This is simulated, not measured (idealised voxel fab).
process module | voxel air gaps
cross-section cut | 215 nm wide | cells 5 nm
A cross-section is a grid of square cells, given in bands from the top down. A band is one or more rows of cells.
Each band's line starts with the height of the band's top and of its bottom, in nm. Then come its materials from left to right, each with its width in nm. One material with "throughout" fills the band from edge to edge. "air" is empty space.
Height 0 is the level under which the wafer as received is all one material. The lowest band goes on downwards, as in "0 down".
A width such as "30 to 40" changes by the same amount from each row of cells to the next, from the band's top row to its bottom row.
"no change" after a step means that no cell of the cross-section changed.
closed voids: empty space of 8 cells or more with no open way to the top, each as width x height at its distance from the left edge, in nm
after a step's settings: what the simulator itself notes on the step
overlay nm, on a step with a mask: how far to the right of its planned place the mask lay; to the left if negative
plan
1 op RECEIVE | material Si
2 op CONFORMAL_DEP | material SiO2 | thk nm 10
3 op CONFORMAL_DEP | material SiCN | thk nm 5
4 op DIRECTIONAL_DEP | material lowk | thk nm 40
5 op DIRECTIONAL_DEP | material aC | thk nm 10
6 op PATTERN | tone open | mask id LINES | material resist | width nm 20 | pitch nm 50 | thk nm 30 | overlay nm -15
7 op DIRECTIONAL_ETCH | etch materials aC | depth nm 10
8 op STRIP | etch materials resist
9 op DIRECTIONAL_ETCH | etch materials lowk | depth nm 40
10 op STRIP | etch materials aC
11 op CONFORMAL_DEP | material TiN | thk nm 5
12 op FILL_DEP | material Cu | thk nm 5
13 op CMP | height nm 55
14 op EPI | material Ru | thk nm 10
15 op SELECTIVE_ETCH | etch materials lowk | depth nm 50
16 op CONFORMAL_DEP | material SiCN | thk nm 5
varied across the wafers: overlay nm of step 6. The plan shows the first wafer's value. All wafers start alike
first wafer as received, after step 1
  0 down: Si throughout
  closed voids: none
first wafer at the end, after step 16
  70 to 65: air 15 | SiCN 150 | air 50
  65 to 55: air 15 | SiCN 5 | Ru 40 | SiCN 10 | Ru 40 | SiCN 10 | Ru 40 | SiCN 5 | air 50
  55 to 50: air 15 | SiCN 15 | TiN 5 | Cu 10 | TiN 5 | SiCN 30 | TiN 5 | Cu 10 | TiN 5 | SiCN 30 | TiN 5 | Cu 10 | TiN 5 | SiCN 15 | air 50
  50 to 20: air 25 | SiCN 5 | TiN 5 | Cu 10 | TiN 5 | SiCN 5 | air 20 | SiCN 5 | TiN 5 | Cu 10 | TiN 5 | SiCN 5 | air 20 | SiCN 5 | TiN 5 | Cu 10 | TiN 5 | SiCN 5 | air 60
  20 to 15: SiCN 30 | TiN 20 | SiCN 30 | TiN 20 | SiCN 30 | TiN 20 | SiCN 65
  15 to 10: SiCN throughout
  10 to 0: SiO2 throughout
  0 down: Si throughout
  closed voids: 20 x 30 at 55; 20 x 30 at 105
last wafer at the end
  70 to 65: air 45 | SiCN 150 | air 20
  65 to 55: air 45 | SiCN 5 | Ru 40 | SiCN 10 | Ru 40 | SiCN 10 | Ru 40 | SiCN 5 | air 20
  55 to 50: air 45 | SiCN 15 | TiN 5 | Cu 10 | TiN 5 | SiCN 30 | TiN 5 | Cu 10 | TiN 5 | SiCN 30 | TiN 5 | Cu 10 | TiN 5 | SiCN 15 | air 20
  50 to 20: air 55 | SiCN 5 | TiN 5 | Cu 10 | TiN 5 | SiCN 5 | air 20 | SiCN 5 | TiN 5 | Cu 10 | TiN 5 | SiCN 5 | air 20 | SiCN 5 | TiN 5 | Cu 10 | TiN 5 | SiCN 5 | air 30
  20 to 15: SiCN 60 | TiN 20 | SiCN 30 | TiN 20 | SiCN 30 | TiN 20 | SiCN 35
  15 to 10: SiCN throughout
  10 to 0: SiO2 throughout
  0 down: Si throughout
  closed voids: 20 x 30 at 85; 20 x 30 at 135
each wafer at the end: cells of each material gained (+) or lost (-) since it was received, then its closed voids
overlay nm -15 | +42 Cu | +48 Ru | +170 SiCN | +86 SiO2 | +54 TiN | closed voids: 20 x 30 at 55; 20 x 30 at 105
overlay nm -10 | +42 Cu | +48 Ru | +170 SiCN | +86 SiO2 | +54 TiN | closed voids: 20 x 30 at 60; 20 x 30 at 110
overlay nm -5 | +42 Cu | +48 Ru | +170 SiCN | +86 SiO2 | +54 TiN | closed voids: 20 x 30 at 65; 20 x 30 at 115
overlay nm 0 | +42 Cu | +48 Ru | +170 SiCN | +86 SiO2 | +54 TiN | closed voids: 20 x 30 at 70; 20 x 30 at 120
overlay nm 5 | +42 Cu | +48 Ru | +170 SiCN | +86 SiO2 | +54 TiN | closed voids: 20 x 30 at 75; 20 x 30 at 125
overlay nm 10 | +42 Cu | +48 Ru | +170 SiCN | +86 SiO2 | +54 TiN | closed voids: 20 x 30 at 80; 20 x 30 at 130
overlay nm 15 | +42 Cu | +48 Ru | +170 SiCN | +86 SiO2 | +54 TiN | closed voids: 20 x 30 at 85; 20 x 30 at 135
